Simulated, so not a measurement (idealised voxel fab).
Process module under the name voxel ribs on slabs
Displayed cross-section: cut, width of 275 nm, square cells sized 5 nm.
A cross-section is a grid of square cells, given in bands from the top down. A band is one or more rows of cells. In this notation a band is specified by the heights of its top and bottom, in that order and in nm, after which its materials appear from left to right, each paired with its width in nm. The word "everywhere" attached to a single material means that material fills the band from edge to edge; the word "air" stands for empty space. Heads up on the height convention: 0 is the point under which the incoming wafer is all one material, and the lowest band has no bottom, it just keeps going down, like "0 and below". You'd read "30->40" like this: the band's top row of cells is as wide as the first number, its bottom row is as wide as the second, and going down, every row changes width by the same amount as the row before did. What does "nothing different" mean for a step? It means no cell of the cross-section changed in that step. The entry "Entrapped voids" lists the empty spaces that cover at least 8 cells and have no open path to the top. Each is written as width x height at distance, where the distance is measured from the left edge and all three values are in nm. It should be noted that, on the line of a given step, the content following the step's settings is a remark produced by the simulator itself with respect to that step. overlay nm: step with mask; distance mask lay right of planned place; negative value = left of planned place.

## Process steps (planned)
| 1 | RECEIVE: material Si |
| 2 | DIRECTIONAL_DEP: material SiO2, thk nm 30 |
| 3 | DIRECTIONAL_DEP: material SiN, thk nm 20 |
| 4 | DIRECTIONAL_DEP: material aC, thk nm 15 |
| 5 | PATTERN: tone cover, mask id RIB, material resist, width nm 30, thk nm 35, overlay nm 0 |
| 6 | DIRECTIONAL_ETCH: etch materials aC, depth nm 15 |
| 7 | STRIP: etch materials resist |
| 8 | DIRECTIONAL_ETCH: etch materials SiN, depth nm 5 |
| 9 | STRIP: etch materials aC |
| 10 | DIRECTIONAL_DEP: material aC, thk nm 10 |
| 11 | PATTERN: tone cover, mask id SLAB, material resist, width nm 80, thk nm 30, overlay nm 0 |
| 12 | DIRECTIONAL_ETCH: etch materials aC, depth nm 10 |
| 13 | STRIP: etch materials resist |
| 14 | DIRECTIONAL_ETCH: etch materials SiN, depth nm 15 |
| 15 | STRIP: etch materials aC |
| 16 | FILL_DEP: material SiO2, thk nm 25 |
| 17 | CMP: height nm 65 |
| 18 | DIRECTIONAL_DEP: material TiN, thk nm 5 |
| 19 | PATTERN: tone cover, mask id HEATER, material resist, width nm 40, thk nm 20, overlay nm 0 |
| 20 | DIRECTIONAL_ETCH: etch materials TiN, depth nm 5 |
| 21 | STRIP: etch materials resist |
| 22 | CONFORMAL_DEP: material SiO2, thk nm 10 |

## Cross-sectional view of the wafer in its as-received condition, corresponding to the state after step 1
0 and below  Si everywhere
Entrapped voids: none

## first wafer at the end, as planned
80 down to 75  air 105 nm / SiO2 60 nm / air 110 nm
75 down to 70  SiO2 everywhere
70 down to 65  SiO2 115 nm / TiN 40 nm / SiO2 120 nm
65 down to 50  SiO2 everywhere
50 down to 45  SiO2 120 nm / SiN 30 nm / SiO2 125 nm
45 down to 30  SiO2 95 nm / SiN 80 nm / SiO2 100 nm
30 down to 0  SiO2 everywhere
0 and below  Si everywhere
Entrapped voids: none

## Now the second wafer, cross-sectioned at the end of the module. Nothing different at the start, nothing different in the plan compared with the first, just one mistake when it was actually run
80 down to 75  air 105 nm / SiO2 60 nm / air 110 nm
75 down to 70  SiO2 everywhere
70 down to 65  SiO2 115 nm / TiN 40 nm / SiO2 120 nm
65 down to 45  SiO2 everywhere
45 down to 40  SiO2 120 nm / SiN 30 nm / SiO2 125 nm
40 down to 30  SiN everywhere
30 down to 0  SiO2 everywhere
0 and below  Si everywhere
Entrapped voids: none
Against the plan, the run slipped here: step 10 went in with a setting other than planned; the actual run was DIRECTIONAL_DEP: material SiN, thk nm 10
Heads up, by the end the second wafer has more or fewer cells of some materials compared to the first: +62 SiN, -62 SiO2
